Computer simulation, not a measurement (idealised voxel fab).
Name of the process module below: voxel capacitor over wiring
In the cross-section labelled cut, the width is 220 nm and each square cell is 5 nm.
Cross-section layout: square cells on a grid; listed as bands, top to bottom; a band spans one or more cell rows. This entry defines a band. It first specifies the height of the band's top and the height of its bottom in nm, and then specifies the band's materials from left to right, stating each material with its width in nm. The word "all across" identifies a single material that fills the band from edge to edge, while the word "blank" identifies empty space. Convention: height 0 is the level below which the wafer, as received, is all one material. The lowest band does not terminate at the bottom but continues downward, represented as "0 nm and below". Graded width ("30..40"): value in top row of band = first number; value in bottom row = second number; row-to-row change constant. The designation "no modifications", where it is given for a processing step, indicates that no cell of the cross-section was altered in the course of that step. For the entry "Closed internal voids", the listed items are empty spaces with no open way to the top whose size is 8 cells or more; each item follows the pattern width x height at distance, where distance is from the left edge and all three are in nm. Formally, on a step line, whatever follows the settings is a remark that the simulator itself makes on the step. The line of a step may include "overlay nm". On a step with a mask, this value is how far to the right of its planned place the mask lay. A negative value means the mask lay to the left. The remainder of this document consists of a sequence of paired cross-sections. Each pair presents the cross-section prior to one process step together with the cross-section following it, the latter being rendered only as deep as the lowest band that underwent change. The intervening step, together with its settings, is stated beneath each pair. Because the pairs may originate from different runs of this module on the same starting wafer, a given pair is to be read as continuing from the preceding pair only where its entry headed "Geometry before processing" so indicates.
## Geometry before processing
- 100 nm to 85 nm: resist (75) / blank (15) / resist (130)
- 85 nm to 80 nm: SiO2 (65) / TiN (25) / SiO2 (130)
- 80 nm to 75 nm: SiO2 (65) / Al2O3 (25) / SiO2 (130)
- 75 nm to 70 nm: SiO2 (60) / TiN (70) / SiO2 (90)
- 70 nm to 65 nm: SiO2 (55) / Ru (35) / Al2O3 (40) / SiO2 (90)
- 65 nm to 60 nm: SiO2 (55) / Ru (35) / TiN (45) / SiO2 (85)
- 60 nm to 40 nm: lowk (65) / Ru (15) / lowk (140)
- 40 nm to 35 nm: SiCN (65) / Ru (15) / SiCN (140)
- 35 nm to 30 nm: SiCN (55) / Ru (30) / SiCN (50) / Ru (30) / SiCN (55)
- 30 nm to 15 nm: SiO2 (60) / TiN (5) / Ru (10) / TiN (5) / SiO2 (60) / TiN (5) / Ru (10) / TiN (5) / SiO2 (60)
- 15 nm to 10 nm: SiN (60) / TiN (20) / SiN (60) / TiN (20) / SiN (60)
- 10 nm to 0 nm: SiO2 all across
- 0 nm and below: Si all across
- Closed internal voids: none
## Resulting Cross-Section
- 85 nm to 80 nm: SiO2 (65) / TiN (25) / SiO2 (130)
- Anything lower than 80 is untouched.
- Closed internal voids: none
The step carried out between the cross-section before it and the cross-section after it, both shown above, is op STRIP | etch materials resist
Geometry before processing: = after-state of the pair above.
## Resulting Cross-Section
- 90 nm to 85 nm: TiN all across
- Anything lower than 85 is untouched.
- Closed internal voids: none
The step carried out between the cross-section before it and the cross-section after it, both shown above, is op CONFORMAL_DEP | material TiN | thk nm 5
Geometry before processing: = after-state of the pair above.
## Resulting Cross-Section
- 100 nm to 90 nm: Cu all across
- Anything lower than 90 is untouched.
- Closed internal voids: none
The step carried out between the cross-section before it and the cross-section after it, both shown above, is op FILL_DEP | material Cu | thk nm 10
Geometry before processing: = after-state of the pair above.
## Resulting Cross-Section
- 85 nm to 80 nm: SiO2 (65) / TiN (25) / SiO2 (130)
- Anything lower than 80 is untouched.
- Closed internal voids: none
The step carried out between the cross-section before it and the cross-section after it, both shown above, is op CMP | height nm 85
Geometry before processing: = after-state of the pair above.
## Resulting Cross-Section
- 90 nm to 85 nm: SiN all across
- Anything lower than 85 is untouched.
- Closed internal voids: none
The step carried out between the cross-section before it and the cross-section after it, both shown above, is op CONFORMAL_DEP | material SiN | thk nm 5
## Geometry before processing
- 10 nm to 0 nm: SiO2 all across
- 0 nm and below: Si all across
- Closed internal voids: none
## Resulting Cross-Section
- 25 nm to 0 nm: SiO2 all across
- Anything lower than 0 is untouched.
- Closed internal voids: none
The step carried out between the cross-section before it and the cross-section after it, both shown above, is op DIRECTIONAL_DEP | material SiO2 | thk nm 15
Geometry before processing: = after-state of the pair above.
## Resulting Cross-Section
- 30 nm to 25 nm: SiN all across
- Anything lower than 25 is untouched.
- Closed internal voids: none
The step carried out between the cross-section before it and the cross-section after it, both shown above, is op CONFORMAL_DEP | material SiN | thk nm 5
Geometry before processing: = after-state of the pair above.
## Resulting Cross-Section
- 50 nm to 30 nm: resist (60) / blank (20) / resist (60) / blank (20) / resist (60)
- Anything lower than 30 is untouched.
- Closed internal voids: none
The step carried out between the cross-section before it and the cross-section after it, both shown above, is op PATTERN | tone open | mask id METAL_1 | material resist | width nm 20 | pitch nm 80 | thk nm 20 | overlay nm 0
Geometry before processing: = after-state of the pair above.
## Resulting Cross-Section
- 50 nm to 30 nm: resist (60) / blank (20) / resist (60) / blank (20) / resist (60)
- 30 nm to 25 nm: SiN (60) / blank (20) / SiN (60) / blank (20) / SiN (60)
- Anything lower than 25 is untouched.
- Closed internal voids: none
The step carried out between the cross-section before it and the cross-section after it, both shown above, is op DIRECTIONAL_ETCH | etch materials SiN | depth nm 5
Geometry before processing: = after-state of the pair above.
## Resulting Cross-Section
- 30 nm to 25 nm: SiN (60) / blank (20) / SiN (60) / blank (20) / SiN (60)
- Anything lower than 25 is untouched.
- Closed internal voids: none
The step carried out between the cross-section before it and the cross-section after it, both shown above, is op STRIP | etch materials resist
Geometry before processing: = after-state of the pair above.
## Resulting Cross-Section
- 35 nm to 30 nm: TiN (65) / blank (10) / TiN (70) / blank (10) / TiN (65)
- 30 nm to 25 nm: SiN (60) / TiN (20) / SiN (60) / TiN (20) / SiN (60)
- Anything lower than 25 is untouched.
- Closed internal voids: none
The step carried out between the cross-section before it and the cross-section after it, both shown above, is op CONFORMAL_DEP | material TiN | thk nm 5
Geometry before processing: = after-state of the pair above.
## Resulting Cross-Section
- 45 nm to 35 nm: Ru all across
- 35 nm to 30 nm: TiN (65) / Ru (10) / TiN (70) / Ru (10) / TiN (65)
- Anything lower than 30 is untouched.
- Closed internal voids: none
The step carried out between the cross-section before it and the cross-section after it, both shown above, is op FILL_DEP | material Ru | thk nm 10
Geometry before processing: = after-state of the pair above.
## Resulting Cross-Section
- 30 nm to 25 nm: SiN (60) / TiN (20) / SiN (60) / TiN (20) / SiN (60)
- Anything lower than 25 is untouched.
- Closed internal voids: none
The step carried out between the cross-section before it and the cross-section after it, both shown above, is op CMP | height nm 30
Geometry before processing: = after-state of the pair above.
## Resulting Cross-Section
- 35 nm to 30 nm: blank (55) / Ru (30) / blank (50) / Ru (30) / blank (55)
- Anything lower than 30 is untouched.
- Closed internal voids: none
The step carried out between the cross-section before it and the cross-section after it, both shown above, is op EPI | material Ru | thk nm 5
Geometry before processing: = after-state of the pair above.
## Resulting Cross-Section
- 40 nm to 35 nm: SiCN all across
- 35 nm to 30 nm: SiCN (55) / Ru (30) / SiCN (50) / Ru (30) / SiCN (55)
- Anything lower than 30 is untouched.
- Closed internal voids: none
The step carried out between the cross-section before it and the cross-section after it, both shown above, is op FILL_DEP | material SiCN | thk nm 5
Geometry before processing: = after-state of the pair above.
## Resulting Cross-Section
- 60 nm to 40 nm: lowk all across
- Anything lower than 40 is untouched.
- Closed internal voids: none
The step carried out between the cross-section before it and the cross-section after it, both shown above, is op DIRECTIONAL_DEP | material lowk | thk nm 20
Geometry before processing: = after-state of the pair above.
## Resulting Cross-Section
- 70 nm to 60 nm: aC all across
- Anything lower than 60 is untouched.
- Closed internal voids: none
The step carried out between the cross-section before it and the cross-section after it, both shown above, is op DIRECTIONAL_DEP | material aC | thk nm 10
Geometry before processing: = after-state of the pair above.
## Resulting Cross-Section
- 95 nm to 70 nm: resist (65) / blank (15) / resist (140)
- Anything lower than 70 is untouched.
- Closed internal voids: none
The step carried out between the cross-section before it and the cross-section after it, both shown above, is op PATTERN | tone open | mask id PLUG_1 | material resist | width nm 15 | thk nm 25 | overlay nm 0
Geometry before processing: = after-state of the pair above.
## Resulting Cross-Section
- 85 nm to 70 nm: resist (65) / blank (15) / resist (140)
- 70 nm to 60 nm: aC (65) / blank (15) / aC (140)
- Anything lower than 60 is untouched.
- Closed internal voids: none
The step carried out between the cross-section before it and the cross-section after it, both shown above, is op DIRECTIONAL_ETCH | etch materials aC | depth nm 10
Geometry before processing: = after-state of the pair above.
## Resulting Cross-Section
- 70 nm to 60 nm: aC (65) / blank (15) / aC (140)
- Anything lower than 60 is untouched.
- Closed internal voids: none
The step carried out between the cross-section before it and the cross-section after it, both shown above, is op STRIP | etch materials resist
Geometry before processing: = after-state of the pair above.
## Resulting Cross-Section
- 70 nm to 60 nm: aC (65) / blank (15) / aC (140)
- 60 nm to 40 nm: lowk (65) / blank (15) / lowk (140)
- Anything lower than 40 is untouched.
- Closed internal voids: none
The step carried out between the cross-section before it and the cross-section after it, both shown above, is op DIRECTIONAL_ETCH | etch materials lowk | depth nm 20
Geometry before processing: = after-state of the pair above.
## Resulting Cross-Section
- 70 nm to 60 nm: aC (65) / blank (15) / aC (140)
- 60 nm to 40 nm: lowk (65) / blank (15) / lowk (140)
- 40 nm to 35 nm: SiCN (65) / blank (15) / SiCN (140)
- Anything lower than 35 is untouched.
- Closed internal voids: none
The step carried out between the cross-section before it and the cross-section after it, both shown above, is op DIRECTIONAL_ETCH | etch materials SiCN | depth nm 5
Geometry before processing: = after-state of the pair above.
## Resulting Cross-Section
- 60 nm to 40 nm: lowk (65) / blank (15) / lowk (140)
- Anything lower than 40 is untouched.
- Closed internal voids: none
The step carried out between the cross-section before it and the cross-section after it, both shown above, is op STRIP | etch materials aC
Geometry before processing: = after-state of the pair above.
## Resulting Cross-Section
- 60 nm to 45 nm: lowk (65) / blank (15) / lowk (140)
- 45 nm to 40 nm: lowk (65) / Ru (15) / lowk (140)
- 40 nm to 35 nm: SiCN (65) / Ru (15) / SiCN (140)
- Anything lower than 35 is untouched.
- Closed internal voids: none
The step carried out between the cross-section before it and the cross-section after it, both shown above, is op EPI | material Ru | thk nm 10
Geometry before processing: = after-state of the pair above.
## Resulting Cross-Section
- 60 nm to 55 nm: lowk (65) / blank (15) / lowk (140)
- 55 nm to 40 nm: lowk (65) / Ru (15) / lowk (140)
- Anything lower than 40 is untouched.
- Closed internal voids: none
The step carried out between the cross-section before it and the cross-section after it, both shown above, is op EPI | material Ru | thk nm 10
Geometry before processing: = after-state of the pair above.
## Resulting Cross-Section
- 60 nm to 40 nm: lowk (65) / Ru (15) / lowk (140)
- Anything lower than 40 is untouched.
- Closed internal voids: none
The step carried out between the cross-section before it and the cross-section after it, both shown above, is op EPI | material Ru | thk nm 5
Geometry before processing: = after-state of the pair above.
## Resulting Cross-Section
- 65 nm to 60 nm: TiN all across
- Anything lower than 60 is untouched.
- Closed internal voids: none
The step carried out between the cross-section before it and the cross-section after it, both shown above, is op DIRECTIONAL_DEP | material TiN | thk nm 5
Geometry before processing: = after-state of the pair above.
## Resulting Cross-Section
- 70 nm to 65 nm: Al2O3 all across
- Anything lower than 65 is untouched.
- Closed internal voids: none
The step carried out between the cross-section before it and the cross-section after it, both shown above, is op DIRECTIONAL_DEP | material Al2O3 | thk nm 5
Geometry before processing: = after-state of the pair above.
## Resulting Cross-Section
- 75 nm to 70 nm: TiN all across
- Anything lower than 70 is untouched.
- Closed internal voids: none
The step carried out between the cross-section before it and the cross-section after it, both shown above, is op DIRECTIONAL_DEP | material TiN | thk nm 5
Geometry before processing: = after-state of the pair above.
## Resulting Cross-Section
- 90 nm to 75 nm: aC all across
- Anything lower than 75 is untouched.
- Closed internal voids: none
The step carried out between the cross-section before it and the cross-section after it, both shown above, is op DIRECTIONAL_DEP | material aC | thk nm 15
Geometry before processing: = after-state of the pair above.
## Resulting Cross-Section
- 125 nm to 90 nm: blank (65) / resist (65) / blank (90)
- Anything lower than 90 is untouched.
- Closed internal voids: none
The step carried out between the cross-section before it and the cross-section after it, both shown above, is op PATTERN | tone cover | mask id UPPER_PLATE | material resist | width nm 65 | thk nm 35 | overlay nm 0
Geometry before processing: = after-state of the pair above.
## Resulting Cross-Section
- 110 nm to 90 nm: blank (65) / resist (65) / blank (90)
- 90 nm to 75 nm: blank (65) / aC (65) / blank (90)
- Anything lower than 75 is untouched.
- Closed internal voids: none
The step carried out between the cross-section before it and the cross-section after it, both shown above, is op DIRECTIONAL_ETCH | etch materials aC | depth nm 15
Geometry before processing: = after-state of the pair above.
## Resulting Cross-Section
- 90 nm to 75 nm: blank (65) / aC (65) / blank (90)
- Anything lower than 75 is untouched.
- Closed internal voids: none
The step carried out between the cross-section before it and the cross-section after it, both shown above, is op STRIP | etch materials resist
Geometry before processing: = after-state of the pair above.
## Resulting Cross-Section
- 90 nm to 75 nm: blank (65) / aC (65) / blank (90)
- 75 nm to 70 nm: blank (65) / TiN (65) / blank (90)
- Anything lower than 70 is untouched.
- Closed internal voids: none
The step carried out between the cross-section before it and the cross-section after it, both shown above, is op DIRECTIONAL_ETCH | etch materials TiN | depth nm 5
Geometry before processing: = after-state of the pair above.
## Resulting Cross-Section
- 90 nm to 75 nm: blank (65) / aC (65) / blank (90)
- 75 nm to 70 nm: blank (65) / TiN (65) / blank (90)
- 70 nm to 65 nm: blank (65) / Al2O3 (65) / blank (90)
- Anything lower than 65 is untouched.
- Closed internal voids: none
The step carried out between the cross-section before it and the cross-section after it, both shown above, is op DIRECTIONAL_ETCH | etch materials Al2O3 | depth nm 5
Geometry before processing: = after-state of the pair above.
## Resulting Cross-Section
- 75 nm to 70 nm: blank (65) / TiN (65) / blank (90)
- Anything lower than 70 is untouched.
- Closed internal voids: none
The step carried out between the cross-section before it and the cross-section after it, both shown above, is op STRIP | etch materials aC
Geometry before processing: = after-state of the pair above.
## Resulting Cross-Section
- 90 nm to 80 nm: blank (65) / aC (65) / blank (90)
- 80 nm to 75 nm: aC all across
- 75 nm to 70 nm: aC (65) / TiN (65) / aC (90)
- 70 nm to 65 nm: aC (65) / Al2O3 (65) / aC (90)
- Anything lower than 65 is untouched.
- Closed internal voids: none
The step carried out between the cross-section before it and the cross-section after it, both shown above, is op DIRECTIONAL_DEP | material aC | thk nm 15
Geometry before processing: = after-state of the pair above.
## Resulting Cross-Section
- 125 nm to 90 nm: blank (60) / resist (75) / blank (85)
- 90 nm to 80 nm: blank (60) / resist (5) / aC (65) / resist (5) / blank (85)
- Anything lower than 80 is untouched.
- Closed internal voids: none
The step carried out between the cross-section before it and the cross-section after it, both shown above, is op PATTERN | tone cover | mask id LOWER_PLATE | material resist | width nm 75 | thk nm 35 | overlay nm 0
Geometry before processing: = after-state of the pair above.
## Resulting Cross-Section
- 110 nm to 90 nm: blank (60) / resist (75) / blank (85)
- 90 nm to 80 nm: blank (60) / resist (5) / aC (65) / resist (5) / blank (85)
- 80 nm to 75 nm: blank (60) / aC (75) / blank (85)
- 75 nm to 70 nm: blank (60) / aC (5) / TiN (65) / aC (5) / blank (85)
- 70 nm to 65 nm: blank (60) / aC (5) / Al2O3 (65) / aC (5) / blank (85)
- Anything lower than 65 is untouched.
- Closed internal voids: none
The step carried out between the cross-section before it and the cross-section after it, both shown above, is op DIRECTIONAL_ETCH | etch materials aC | depth nm 15
Geometry before processing: = after-state of the pair above.
## Resulting Cross-Section
- 90 nm to 80 nm: blank (65) / aC (65) / blank (90)
- Anything lower than 80 is untouched.
- Closed internal voids: none
The step carried out between the cross-section before it and the cross-section after it, both shown above, is op STRIP | etch materials resist
Geometry before processing: = after-state of the pair above.
## Resulting Cross-Section
- 90 nm to 80 nm: blank (65) / aC (65) / blank (90)
- 80 nm to 75 nm: blank (60) / aC (75) / blank (85)
- 75 nm to 70 nm: blank (60) / aC (5) / TiN (65) / aC (5) / blank (85)
- 70 nm to 65 nm: blank (60) / aC (5) / Al2O3 (65) / aC (5) / blank (85)
- 65 nm to 60 nm: blank (60) / TiN (75) / blank (85)
- Anything lower than 60 is untouched.
- Closed internal voids: none
The step carried out between the cross-section before it and the cross-section after it, both shown above, is op DIRECTIONAL_ETCH | etch materials TiN | depth nm 5
Geometry before processing: = after-state of the pair above.
## Resulting Cross-Section
- 75 nm to 70 nm: blank (65) / TiN (65) / blank (90)
- 70 nm to 65 nm: blank (65) / Al2O3 (65) / blank (90)
- Anything lower than 65 is untouched.
- Closed internal voids: none
The step carried out between the cross-section before it and the cross-section after it, both shown above, is op STRIP | etch materials aC
Geometry before processing: = after-state of the pair above.
## Resulting Cross-Section
- 90 nm to 75 nm: SiO2 all across
- 75 nm to 70 nm: SiO2 (65) / TiN (65) / SiO2 (90)
- 70 nm to 65 nm: SiO2 (65) / Al2O3 (65) / SiO2 (90)
- 65 nm to 60 nm: SiO2 (60) / TiN (75) / SiO2 (85)
- Anything lower than 60 is untouched.
- Closed internal voids: none
The step carried out between the cross-section before it and the cross-section after it, both shown above, is op FILL_DEP | material SiO2 | thk nm 15
Geometry before processing: = after-state of the pair above.
## Resulting Cross-Section
- 85 nm to 75 nm: SiO2 all across
- Anything lower than 75 is untouched.
- Closed internal voids: none
The step carried out between the cross-section before it and the cross-section after it, both shown above, is op CMP | height nm 85
Geometry before processing: = after-state of the pair above.
## Resulting Cross-Section
- 100 nm to 85 nm: resist (75) / blank (15) / resist (130)
- Anything lower than 85 is untouched.
- Closed internal voids: none
The step carried out between the cross-section before it and the cross-section after it, both shown above, is op PATTERN | tone open | mask id PLUG_2 | material resist | width nm 15 | thk nm 15 | overlay nm 0
Geometry before processing: = after-state of the pair above.
## Resulting Cross-Section
- 100 nm to 85 nm: resist (75) / blank (15) / resist (130)
- 85 nm to 75 nm: SiO2 (75) / blank (15) / SiO2 (130)
- Anything lower than 75 is untouched.
- Closed internal voids: none
The step carried out between the cross-section before it and the cross-section after it, both shown above, is op DIRECTIONAL_ETCH | etch materials SiO2 | depth nm 10
Geometry before processing: = after-state of the pair above.
## Resulting Cross-Section
- 85 nm to 75 nm: SiO2 (75) / blank (15) / SiO2 (130)
- Anything lower than 75 is untouched.
- Closed internal voids: none
The step carried out between the cross-section before it and the cross-section after it, both shown above, is op STRIP | etch materials resist
Geometry before processing: = after-state of the pair above.
## Resulting Cross-Section
- 90 nm to 85 nm: TiN (80) / blank (5) / TiN (135)
- 85 nm to 80 nm: SiO2 (75) / TiN (5) / blank (5) / TiN (5) / SiO2 (130)
- 80 nm to 70 nm: SiO2 (75..65) / TiN (15..65) / SiO2 (130..90)
- Anything lower than 70 is untouched.
- Closed internal voids: none
The step carried out between the cross-section before it and the cross-section after it, both shown above, is op CONFORMAL_DEP | material TiN | thk nm 5
Geometry before processing: = after-state of the pair above.
## Resulting Cross-Section
- 100 nm to 90 nm: Cu all across
- 90 nm to 85 nm: TiN (80) / Cu (5) / TiN (135)
- 85 nm to 80 nm: SiO2 (75) / TiN (5) / Cu (5) / TiN (5) / SiO2 (130)
- Anything lower than 80 is untouched.
- Closed internal voids: none
The step carried out between the cross-section before it and the cross-section after it, both shown above, is op FILL_DEP | material Cu | thk nm 10
Geometry before processing: = after-state of the pair above.
## Resulting Cross-Section
- 85 nm to 80 nm: SiO2 (75) / TiN (5) / Cu (5) / TiN (5) / SiO2 (130)
- Anything lower than 80 is untouched.
- Closed internal voids: none
The step carried out between the cross-section before it and the cross-section after it, both shown above, is op CMP | height nm 85
Geometry before processing: = after-state of the pair above.
## Resulting Cross-Section
- 90 nm to 85 nm: SiN all across
- Anything lower than 85 is untouched.
- Closed internal voids: none
The step carried out between the cross-section before it and the cross-section after it, both shown above, is op CONFORMAL_DEP | material SiN | thk nm 5
## Geometry before processing
- 100 nm to 90 nm: Cu all across
- 90 nm to 85 nm: TiN (80) / Cu (5) / TiN (135)
- 85 nm to 80 nm: SiO2 (75) / TiN (5) / Cu (5) / TiN (5) / SiO2 (130)
- 80 nm to 70 nm: SiO2 (75..65) / TiN (15..65) / SiO2 (130..90)
- 70 nm to 65 nm: SiO2 (65) / Al2O3 (65) / SiO2 (90)
- 65 nm to 60 nm: SiO2 (60) / TiN (75) / SiO2 (85)
- 60 nm to 40 nm: lowk (65) / Ru (15) / lowk (140)
- 40 nm to 35 nm: SiCN (65) / Ru (15) / SiCN (140)
- 35 nm to 30 nm: SiCN (55) / Ru (30) / SiCN (50) / Ru (30) / SiCN (55)
- 30 nm to 15 nm: SiO2 (60) / TiN (5) / Ru (10) / TiN (5) / SiO2 (60) / TiN (5) / Ru (10) / TiN (5) / SiO2 (60)
- 15 nm to 10 nm: SiN (60) / TiN (20) / SiN (60) / TiN (20) / SiN (60)
- 10 nm to 0 nm: SiO2 all across
- 0 nm and below: Si all across
- Closed internal voids: none
## Resulting Cross-Section
- 80 nm to 70 nm: SiO2 (75..65) / TiN (15..65) / SiO2 (130..90)
- Anything lower than 70 is untouched.
- Closed internal voids: none
The step carried out between the cross-section before it and the cross-section after it, both shown above, is op CMP | height nm 80
Geometry before processing: = after-state of the pair above.
## Resulting Cross-Section
- 85 nm to 80 nm: SiN all across
- Anything lower than 80 is untouched.
- Closed internal voids: none
The step carried out between the cross-section before it and the cross-section after it, both shown above, is op CONFORMAL_DEP | material SiN | thk nm 5
## Geometry before processing
- 90 nm to 80 nm: blank (65) / aC (65) / blank (90)
- 80 nm to 75 nm: aC all across
- 75 nm to 70 nm: aC (65) / TiN (65) / aC (90)
- 70 nm to 65 nm: aC (65) / Al2O3 (65) / aC (90)
- 65 nm to 60 nm: TiN all across
- 60 nm to 40 nm: lowk (65) / Ru (15) / lowk (140)
- 40 nm to 35 nm: SiCN (65) / Ru (15) / SiCN (140)
- 35 nm to 30 nm: SiCN (55) / Ru (30) / SiCN (50) / Ru (30) / SiCN (55)
- 30 nm to 15 nm: SiO2 (60) / TiN (5) / Ru (10) / TiN (5) / SiO2 (60) / TiN (5) / Ru (10) / TiN (5) / SiO2 (60)
- 15 nm to 10 nm: SiN (60) / TiN (20) / SiN (60) / TiN (20) / SiN (60)
- 10 nm to 0 nm: SiO2 all across
- 0 nm and below: Si all across
- Closed internal voids: none
## Resulting Cross-Section
- 125 nm to 90 nm: blank (65) / resist (70) / blank (85)
- 90 nm to 80 nm: blank (65) / aC (65) / resist (5) / blank (85)
- Anything lower than 80 is untouched.
- Closed internal voids: none
The step carried out between the cross-section before it and the cross-section after it, both shown above, is op PATTERN | tone cover | mask id LOWER_PLATE | material resist | width nm 70 | thk nm 35 | overlay nm 0
Geometry before processing: = after-state of the pair above.
## Resulting Cross-Section
- 110 nm to 90 nm: blank (65) / resist (70) / blank (85)
- 90 nm to 80 nm: blank (65) / aC (65) / resist (5) / blank (85)
- 80 nm to 75 nm: blank (65) / aC (70) / blank (85)
- 75 nm to 70 nm: blank (65) / TiN (65) / aC (5) / blank (85)
- 70 nm to 65 nm: blank (65) / Al2O3 (65) / aC (5) / blank (85)
- Anything lower than 65 is untouched.
- Closed internal voids: none
The step carried out between the cross-section before it and the cross-section after it, both shown above, is op DIRECTIONAL_ETCH | etch materials aC | depth nm 15
Geometry before processing: = after-state of the pair above.
## Resulting Cross-Section
- 90 nm to 80 nm: blank (65) / aC (65) / blank (90)
- Anything lower than 80 is untouched.
- Closed internal voids: none
The step carried out between the cross-section before it and the cross-section after it, both shown above, is op STRIP | etch materials resist
Geometry before processing: = after-state of the pair above.
## Resulting Cross-Section
- 90 nm to 80 nm: blank (65) / aC (65) / blank (90)
- 80 nm to 75 nm: blank (65) / aC (70) / blank (85)
- 75 nm to 70 nm: blank (65) / TiN (65) / aC (5) / blank (85)
- 70 nm to 65 nm: blank (65) / Al2O3 (65) / aC (5) / blank (85)
- 65 nm to 60 nm: blank (65) / TiN (70) / blank (85)
- Anything lower than 60 is untouched.
- Closed internal voids: none
The step carried out between the cross-section before it and the cross-section after it, both shown above, is op DIRECTIONAL_ETCH | etch materials TiN | depth nm 5
Geometry before processing: = after-state of the pair above.
## Resulting Cross-Section
- 75 nm to 70 nm: blank (65) / TiN (65) / blank (90)
- 70 nm to 65 nm: blank (65) / Al2O3 (65) / blank (90)
- Anything lower than 65 is untouched.
- Closed internal voids: none
The step carried out between the cross-section before it and the cross-section after it, both shown above, is op STRIP | etch materials aC
Geometry before processing: = after-state of the pair above.
## Resulting Cross-Section
- 90 nm to 75 nm: SiO2 all across
- 75 nm to 70 nm: SiO2 (65) / TiN (65) / SiO2 (90)
- 70 nm to 65 nm: SiO2 (65) / Al2O3 (65) / SiO2 (90)
- 65 nm to 60 nm: SiO2 (65) / TiN (70) / SiO2 (85)
- Anything lower than 60 is untouched.
- Closed internal voids: none
The step carried out between the cross-section before it and the cross-section after it, both shown above, is op FILL_DEP | material SiO2 | thk nm 15
Geometry before processing: = after-state of the pair above.
## Resulting Cross-Section
- 85 nm to 75 nm: SiO2 all across
- Anything lower than 75 is untouched.
- Closed internal voids: none
The step carried out between the cross-section before it and the cross-section after it, both shown above, is op CMP | height nm 85
Geometry before processing: = after-state of the pair above.
## Resulting Cross-Section
- 100 nm to 85 nm: resist (75) / blank (15) / resist (130)
- Anything lower than 85 is untouched.
- Closed internal voids: none
The step carried out between the cross-section before it and the cross-section after it, both shown above, is op PATTERN | tone open | mask id PLUG_2 | material resist | width nm 15 | thk nm 15 | overlay nm 0
Geometry before processing: = after-state of the pair above.
## Resulting Cross-Section
- 100 nm to 85 nm: resist (75) / blank (15) / resist (130)
- 85 nm to 75 nm: SiO2 (75) / blank (15) / SiO2 (130)
- Anything lower than 75 is untouched.
- Closed internal voids: none
The step carried out between the cross-section before it and the cross-section after it, both shown above, is op DIRECTIONAL_ETCH | etch materials SiO2 | depth nm 10
Geometry before processing: = after-state of the pair above.
## Resulting Cross-Section
- 85 nm to 75 nm: SiO2 (75) / blank (15) / SiO2 (130)
- Anything lower than 75 is untouched.
- Closed internal voids: none
The step carried out between the cross-section before it and the cross-section after it, both shown above, is op STRIP | etch materials resist
Geometry before processing: = after-state of the pair above.
## Resulting Cross-Section
- 90 nm to 85 nm: TiN (80) / blank (5) / TiN (135)
- 85 nm to 80 nm: SiO2 (75) / TiN (5) / blank (5) / TiN (5) / SiO2 (130)
- 80 nm to 70 nm: SiO2 (75..65) / TiN (15..65) / SiO2 (130..90)
- Anything lower than 70 is untouched.
- Closed internal voids: none
The step carried out between the cross-section before it and the cross-section after it, both shown above, is op CONFORMAL_DEP | material TiN | thk nm 5
Geometry before processing: = after-state of the pair above.
## Resulting Cross-Section
- 100 nm to 90 nm: Cu all across
- 90 nm to 85 nm: TiN (80) / Cu (5) / TiN (135)
- 85 nm to 80 nm: SiO2 (75) / TiN (5) / Cu (5) / TiN (5) / SiO2 (130)
- Anything lower than 80 is untouched.
- Closed internal voids: none
The step carried out between the cross-section before it and the cross-section after it, both shown above, is op FILL_DEP | material Cu | thk nm 10
Geometry before processing: = after-state of the pair above.
## Resulting Cross-Section
- 85 nm to 80 nm: SiO2 (75) / TiN (5) / Cu (5) / TiN (5) / SiO2 (130)
- Anything lower than 80 is untouched.
- Closed internal voids: none
The step carried out between the cross-section before it and the cross-section after it, both shown above, is op CMP | height nm 85
Geometry before processing: = after-state of the pair above.
## Resulting Cross-Section
- 90 nm to 85 nm: SiN all across
- Anything lower than 85 is untouched.
- Closed internal voids: none
The step carried out between the cross-section before it and the cross-section after it, both shown above, is op CONFORMAL_DEP | material SiN | thk nm 5
## Geometry before processing
- 90 nm to 75 nm: aC all across
- 75 nm to 70 nm: TiN all across
- 70 nm to 65 nm: Al2O3 all across
- 65 nm to 60 nm: TiN all across
- 60 nm to 40 nm: lowk (65) / Ru (15) / lowk (140)
- 40 nm to 35 nm: SiCN (65) / Ru (15) / SiCN (140)
- 35 nm to 30 nm: SiCN (55) / Ru (30) / SiCN (50) / Ru (30) / SiCN (55)
- 30 nm to 15 nm: SiO2 (60) / TiN (5) / Ru (10) / TiN (5) / SiO2 (60) / TiN (5) / Ru (10) / TiN (5) / SiO2 (60)
- 15 nm to 10 nm: SiN (60) / TiN (20) / SiN (60) / TiN (20) / SiN (60)
- 10 nm to 0 nm: SiO2 all across
- 0 nm and below: Si all across
- Closed internal voids: none
## Resulting Cross-Section
- 125 nm to 90 nm: blank (75) / resist (65) / blank (80)
- Anything lower than 90 is untouched.
- Closed internal voids: none
The step carried out between the cross-section before it and the cross-section after it, both shown above, is op PATTERN | tone cover | mask id UPPER_PLATE | material resist | width nm 65 | thk nm 35 | overlay nm 10
Geometry before processing: = after-state of the pair above.
## Resulting Cross-Section
- 110 nm to 90 nm: blank (75) / resist (65) / blank (80)
- 90 nm to 75 nm: blank (75) / aC (65) / blank (80)
- Anything lower than 75 is untouched.
- Closed internal voids: none
The step carried out between the cross-section before it and the cross-section after it, both shown above, is op DIRECTIONAL_ETCH | etch materials aC | depth nm 15
Geometry before processing: = after-state of the pair above.
## Resulting Cross-Section
- 90 nm to 75 nm: blank (75) / aC (65) / blank (80)
- Anything lower than 75 is untouched.
- Closed internal voids: none
The step carried out between the cross-section before it and the cross-section after it, both shown above, is op STRIP | etch materials resist
Geometry before processing: = after-state of the pair above.
## Resulting Cross-Section
- 90 nm to 75 nm: blank (75) / aC (65) / blank (80)
- 75 nm to 70 nm: blank (75) / TiN (65) / blank (80)
- Anything lower than 70 is untouched.
- Closed internal voids: none
The step carried out between the cross-section before it and the cross-section after it, both shown above, is op DIRECTIONAL_ETCH | etch materials TiN | depth nm 5
Geometry before processing: = after-state of the pair above.
## Resulting Cross-Section
- 90 nm to 75 nm: blank (75) / aC (65) / blank (80)
- 75 nm to 70 nm: blank (75) / TiN (65) / blank (80)
- 70 nm to 65 nm: blank (75) / Al2O3 (65) / blank (80)
- Anything lower than 65 is untouched.
- Closed internal voids: none
The step carried out between the cross-section before it and the cross-section after it, both shown above, is op DIRECTIONAL_ETCH | etch materials Al2O3 | depth nm 5
Geometry before processing: = after-state of the pair above.
## Resulting Cross-Section
- 75 nm to 70 nm: blank (75) / TiN (65) / blank (80)
- Anything lower than 70 is untouched.
- Closed internal voids: none
The step carried out between the cross-section before it and the cross-section after it, both shown above, is op STRIP | etch materials aC
Geometry before processing: = after-state of the pair above.
## Resulting Cross-Section
- 90 nm to 80 nm: blank (75) / aC (65) / blank (80)
- 80 nm to 75 nm: aC all across
- 75 nm to 70 nm: aC (75) / TiN (65) / aC (80)
- 70 nm to 65 nm: aC (75) / Al2O3 (65) / aC (80)
- Anything lower than 65 is untouched.
- Closed internal voids: none
The step carried out between the cross-section before it and the cross-section after it, both shown above, is op DIRECTIONAL_DEP | material aC | thk nm 15
